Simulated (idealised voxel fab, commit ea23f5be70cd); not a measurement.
voxel lift off: a process module
Cross-sectional view cut (width: 275 nm; square cell size: 5 nm).
In what follows, cross-sections appear as grids of square cells, described through bands that run from the top down, where every band is one or more rows of cells.
Band entry format. Leading values: height of top, height of bottom, nm. Remainder: materials in left-to-right order, each with its width in nm. Special words: "everywhere" on a single material, which then fills the band edge to edge; "empty", empty space.
Heights are expressed relative to 0, this being the level below which the as-received wafer comprises one material exclusively. The lowest band is unbounded in the downward direction and is denoted as in "top 0, no bottom".
A width given as "30..40" starts at the first number in the band's top row and ends at the second number in its bottom row, shifting by an equal amount at every step from row to row.
Step marked "remained unchanged"? Then no cell in the cross-section changed in it.
You'll see "Encapsulated voids" listing empty spaces that have no way open to the top, as long as they're 8 cells or more; the notation is width x height at distance, where the distance is from the left edge, and all of it is in nm.
That trailing text on a step's line, after the settings, is the simulator's own remark on the step.
overlay nm: right-of-plan distance of the mask on a masked step; negative values mean left-of-plan.
### The planned process steps are enumerated hereunder
- 1: RECEIVE | material Si
- 2: CONFORMAL_DEP | material Al2O3 | thk nm 5
- 3: PATTERN | tone open | mask id LINES | material resist | width nm 15 | pitch nm 45 | thk nm 25 | overlay nm 0
- 4: DIRECTIONAL_DEP | material Ru | thk nm 15
- 5: STRIP | etch materials resist
- 6: CONFORMAL_DEP | material SiN | thk nm 10
Split variable: thk nm, step 2. Plan value = first wafer. Wafers start alike.
### So this is the first of several wafers, cross-sectioned as it came to us, meaning it's at the end of step 1
> top 0, no bottom | Si everywhere
> Encapsulated voids: none
### The cross-section of the first of several wafers is given below for the end of the module, after its final step, step 6
> top 30, bottom 20 | empty: 95  SiN: 35  empty: 10  SiN: 35  empty: 100
> top 20, bottom 15 | empty: 95  SiN: 10  Ru: 15  SiN: 10  empty: 10  SiN: 10  Ru: 15  SiN: 10  empty: 100
> top 15, bottom 5 | SiN: 105  Ru: 15  SiN: 30  Ru: 15  SiN: 110
> top 5, bottom 0 | Al2O3 everywhere
> top 0, no bottom | Si everywhere
> Encapsulated voids: none
### Final wafer of several, shown in cross-section at the end of the module
> top 50, bottom 40 | empty: 95  SiN: 35  empty: 10  SiN: 35  empty: 100
> top 40, bottom 35 | empty: 95  SiN: 10  Ru: 15  SiN: 10  empty: 10  SiN: 10  Ru: 15  SiN: 10  empty: 100
> top 35, bottom 25 | SiN: 105  Ru: 15  SiN: 30  Ru: 15  SiN: 110
> top 25, bottom 0 | Al2O3 everywhere
> top 0, no bottom | Si everywhere
> Encapsulated voids: none
### Every row in this table is a wafer at the end of the module, and it gives, for each of the materials, the cells that wafer has gained (+) or lost (-) since it was received, then its closed voids
thk nm 5; +55 Al2O3; +18 Ru; +134 SiN; Encapsulated voids: none
thk nm 10; +110 Al2O3; +18 Ru; +134 SiN; Encapsulated voids: none
thk nm 15; +165 Al2O3; +18 Ru; +134 SiN; Encapsulated voids: none
thk nm 20; +220 Al2O3; +18 Ru; +134 SiN; Encapsulated voids: none
thk nm 25; +275 Al2O3; +18 Ru; +134 SiN; Encapsulated voids: none
